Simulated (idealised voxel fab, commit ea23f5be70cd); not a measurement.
The following process module bears the name voxel lift off.
The figure presents cross-section cut, which has a width of 295 nm and is divided into square cells with an edge length of 5 nm.
Throughout this document, each cross-section is represented as a grid of square cells and is presented as a sequence of bands enumerated from the top downward, where a band comprises one or more rows of cells. Look at the band entry: it leads with the top's height and the bottom's height in nm. Then it lists the materials left to right, with a width in nm for each. The word "all across" on a single material says that material fills the band edge to edge. The word "blank" is empty space. We count height from 0. Below that, the starting wafer is all one material. The lowest band never ends at the bottom but goes on down; see "0 nm and below" for how that is written. A width given as "30 to 40" starts at the first number in the band's top row and ends at the second number in its bottom row, shifting by an equal amount at every step from row to row. The designation "nothing changed", where it is given for a processing step, indicates that no cell of the cross-section was altered in the course of that step. This entry, "Entrapped voids", enumerates those empty regions of no fewer than 8 cells that possess no open connection to the top. Each region is reported in the form width x height at distance, the distance being taken from the left edge, with all three quantities expressed in nm. The remark found on a step's line after its settings is issued by the simulator itself and pertains to that step. overlay nm: right-of-plan distance of the mask on a masked step; negative values mean left-of-plan.

Intended process steps
| 1 | RECEIVE | material Si |
| 2 | CONFORMAL_DEP | material SiO2 | thk nm 5 |
| 3 | PATTERN | tone open | mask id LINES | material resist | width nm 20 | pitch nm 40 | thk nm 30 | overlay nm 0 |
| 4 | DIRECTIONAL_DEP | material Ru | thk nm 15 |
| 5 | STRIP | etch materials resist |
| 6 | CONFORMAL_DEP | material SiN | thk nm 5 |

As-received state of the wafer in cross-section, equivalent to post-step 1
* 0 nm and below: Si all across
* Entrapped voids: none

First wafer of two, sectioned at end of module; run went per plan
* 25 nm to 20 nm: blank=110, SiN=30, blank=10, SiN=30, blank=115
* 20 nm to 10 nm: blank=110, SiN=5, Ru=20, SiN=5, blank=10, SiN=5, Ru=20, SiN=5, blank=115
* 10 nm to 5 nm: SiN=115, Ru=20, SiN=20, Ru=20, SiN=120
* 5 nm to 0 nm: SiO2 all across
* 0 nm and below: Si all across
* Entrapped voids: none

Same start, same plan as the first wafer - but one mistake in the run. Cross-section of the second of the two at the end of the module
* 25 nm to 20 nm: blank=110, SiN=30, blank=10, SiN=30, blank=115
* 20 nm to 10 nm: blank=110, SiN=5, Ru=20, SiN=5, blank=10, SiN=5, Ru=20, SiN=5, blank=115
* 10 nm to 5 nm: SiN=115, Ru=20, SiN=20, Ru=20, SiN=120
* 5 nm to 0 nm: SiN all across
* 0 nm and below: Si all across
* Entrapped voids: none
Nonconformance to the process plan: in deviation from the planned setting, step 2 was conducted as CONFORMAL_DEP | material SiN | thk nm 5
Final difference in cells, second wafer against first, listed per material as more or fewer: SiN +59; SiO2 -59
